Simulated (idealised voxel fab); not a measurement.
Process module under the name voxel tone inversion
Cross-sectional view cut (width: 230 nm; square cell size: 5 nm).
A cross-section is written here as square cells arranged in a grid, and it is given in bands from the top down, each band taking up one or more rows of cells.
A band entry consists of two parts. The first gives the height of the band's top and the height of its bottom, in nm. The rest lists the band's materials from left to right, each with its width in nm. A single material labelled with the word "edge to edge" fills the band from edge to edge, and the word "blank" marks empty space.
Below 0: as-received wafer, all one material; heights counted from there. Lowest band: no bottom, goes on down, written "top 0, no bottom".
Width: "30->40" (first number = top row, second number = bottom row, same change from row to row of cells).
Basically "everything unchanged" means that step didn't change any cell in the cross-section.
The list in "Enclosed void listing" covers empty spaces of 8 cells or more that cannot reach the top through any open way, and it gives each as width x height at distance; the distance is from the left edge, and width, height and distance are in nm.
The remark found on a step's line after its settings is issued by the simulator itself and pertains to that step.
overlay nm: mask right of planned place by this much (step with mask). Neg. = left.
## Intended process steps
| 1 | RECEIVE | material Si |
| 2 | CONFORMAL_DEP | material SiN | thk nm 5 |
| 3 | DIRECTIONAL_DEP | material polySi | thk nm 20 |
| 4 | PATTERN | tone cover | mask id POSTS | material resist | width nm 15 | pitch nm 40 | thk nm 25 | overlay nm 0 |
| 5 | DIRECTIONAL_ETCH | etch materials polySi | depth nm 20 |
| 6 | STRIP | etch materials resist |
| 7 | FILL_DEP | material SiO2 | thk nm 5 |
| 8 | CMP | height nm 30 |
| 9 | STRIP | etch materials polySi |
Quick note for whoever runs this: the wafers start identical, but the thk nm at step 2 isn't the same across them. The plan just shows what the first wafer had.
## Step 1 complete: as-received cross-section of the first of several wafers
  top 0, no bottom = Si edge to edge
  Enclosed void listing: none
## Post step 9, the closing step of the module: first of several wafers, cross-sectioned
  top 30, bottom 25 = SiO2 edge to edge
  top 25, bottom 5 = SiO2=65, polySi=15, SiO2=25, polySi=15, SiO2=25, polySi=15, SiO2=70
  top 5, bottom 0 = SiN edge to edge
  top 0, no bottom = Si edge to edge
  Enclosed void listing: none
## Final wafer cross-section at module end
  top 30, bottom 25 = SiO2=65, blank=15, SiO2=25, blank=15, SiO2=25, blank=15, SiO2=70
  top 25, bottom 0 = SiN edge to edge
  top 0, no bottom = Si edge to edge
  Enclosed void listing: none
## Table: wafers, a row each; end-of-module cell change per material since receipt, gain (+), loss (-); then closed voids
thk nm 5 | +46 SiN | +194 SiO2 | +36 polySi | Enclosed void listing: none
thk nm 10 | +92 SiN | +148 SiO2 | Enclosed void listing: none
thk nm 15 | +138 SiN | +111 SiO2 | Enclosed void listing: none
thk nm 20 | +184 SiN | +74 SiO2 | Enclosed void listing: none
thk nm 25 | +230 SiN | +37 SiO2 | Enclosed void listing: none
